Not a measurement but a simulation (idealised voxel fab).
You're looking at the process module voxel plated lines.
Xsec cut, 240 nm wide, square cell size 5 nm.
Think of the cross-section as a grid of square cells. We describe it in bands, top to bottom, and each band covers one or more rows of those cells. Per band: top height and bottom height in nm, followed by the left-to-right materials and their widths in nm; "edge to edge" marks a single material spanning edge to edge, "blank" marks empty space. Beneath 0, the wafer as received is one material, and that level is where height counting begins. The lowest band goes on downward without a bottom; it is written like "0 down". The expression "30->40" gives the width at the extremes of the band, the first number at its top row of cells and the second at its bottom row, with the width changing by equal amounts from each row to the next in between. Step marked "nothing got changed"? Then no cell in the cross-section changed in it. "Closed cavity list" means: voids of 8 cells or more that are shut off from the top with no open way through. Written width x height at distance, distance from the left edge, in nm. If you see something after the settings on a step's line, that's the simulator's own remark about that step. overlay nm: step with mask; distance mask lay right of planned place; negative value = left of planned place.

-- Listed below are the process steps as planned
1 RECEIVE, material Si
2 CONFORMAL_DEP, material Al2O3, thk nm 5
3 DIRECTIONAL_DEP, material TiN, thk nm 5
4 PATTERN, tone open, mask id LINES, material resist, width nm 20, pitch nm 50, thk nm 40, overlay nm -15
5 EPI, material Ru, thk nm 10
6 EPI, material Ru, thk nm 10
7 EPI, material Ru, thk nm 5
8 STRIP, etch materials resist
9 DIRECTIONAL_ETCH, etch materials TiN, depth nm 5
10 CONFORMAL_DEP, material SiO2, thk nm 10
The plan shows the overlay nm of step 4 as the first wafer had it; this setting differs between the wafers, which start out alike.

-- Sectional view: first of several wafers, as received, after step 1
- 0 down: Si edge to edge
- Closed cavity list: none

-- First of several wafers in cross-section at module end, following the final step, step 10
- 45 to 35: blank=10, then SiO2=40, then blank=10, then SiO2=40, then blank=10, then SiO2=40, then blank=10, then SiO2=40, then blank=40
- 35 to 15: blank=10, then SiO2=10, then Ru=20, then SiO2=10, then blank=10, then SiO2=10, then Ru=20, then SiO2=10, then blank=10, then SiO2=10, then Ru=20, then SiO2=10, then blank=10, then SiO2=10, then Ru=20, then SiO2=10, then blank=40
- 15 to 10: SiO2=20, then Ru=20, then SiO2=30, then Ru=20, then SiO2=30, then Ru=20, then SiO2=30, then Ru=20, then SiO2=50
- 10 to 5: SiO2=20, then TiN=20, then SiO2=30, then TiN=20, then SiO2=30, then TiN=20, then SiO2=30, then TiN=20, then SiO2=50
- 5 to 0: Al2O3 edge to edge
- 0 down: Si edge to edge
- Closed cavity list: none

-- Cross-sectional view of the final wafer of several at the module's end
- 45 to 35: blank=40, then SiO2=40, then blank=10, then SiO2=40, then blank=10, then SiO2=40, then blank=10, then SiO2=40, then blank=10
- 35 to 15: blank=40, then SiO2=10, then Ru=20, then SiO2=10, then blank=10, then SiO2=10, then Ru=20, then SiO2=10, then blank=10, then SiO2=10, then Ru=20, then SiO2=10, then blank=10, then SiO2=10, then Ru=20, then SiO2=10, then blank=10
- 15 to 10: SiO2=50, then Ru=20, then SiO2=30, then Ru=20, then SiO2=30, then Ru=20, then SiO2=30, then Ru=20, then SiO2=20
- 10 to 5: SiO2=50, then TiN=20, then SiO2=30, then TiN=20, then SiO2=30, then TiN=20, then SiO2=30, then TiN=20, then SiO2=20
- 5 to 0: Al2O3 edge to edge
- 0 down: Si edge to edge
- Closed cavity list: none

-- Where each wafer stands at the end of the module, a row apiece: cells of each material gained (+) or lost (-) since it was received, then closed voids
overlay nm -15 | +48 Al2O3 | +80 Ru | +192 SiO2 | +16 TiN | Closed cavity list: none
overlay nm -10 | +48 Al2O3 | +80 Ru | +192 SiO2 | +16 TiN | Closed cavity list: none
overlay nm -5 | +48 Al2O3 | +80 Ru | +192 SiO2 | +16 TiN | Closed cavity list: none
overlay nm 0 | +48 Al2O3 | +80 Ru | +192 SiO2 | +16 TiN | Closed cavity list: none
overlay nm 5 | +48 Al2O3 | +80 Ru | +192 SiO2 | +16 TiN | Closed cavity list: none
overlay nm 10 | +48 Al2O3 | +80 Ru | +192 SiO2 | +16 TiN | Closed cavity list: none
overlay nm 15 | +48 Al2O3 | +80 Ru | +192 SiO2 | +16 TiN | Closed cavity list: none
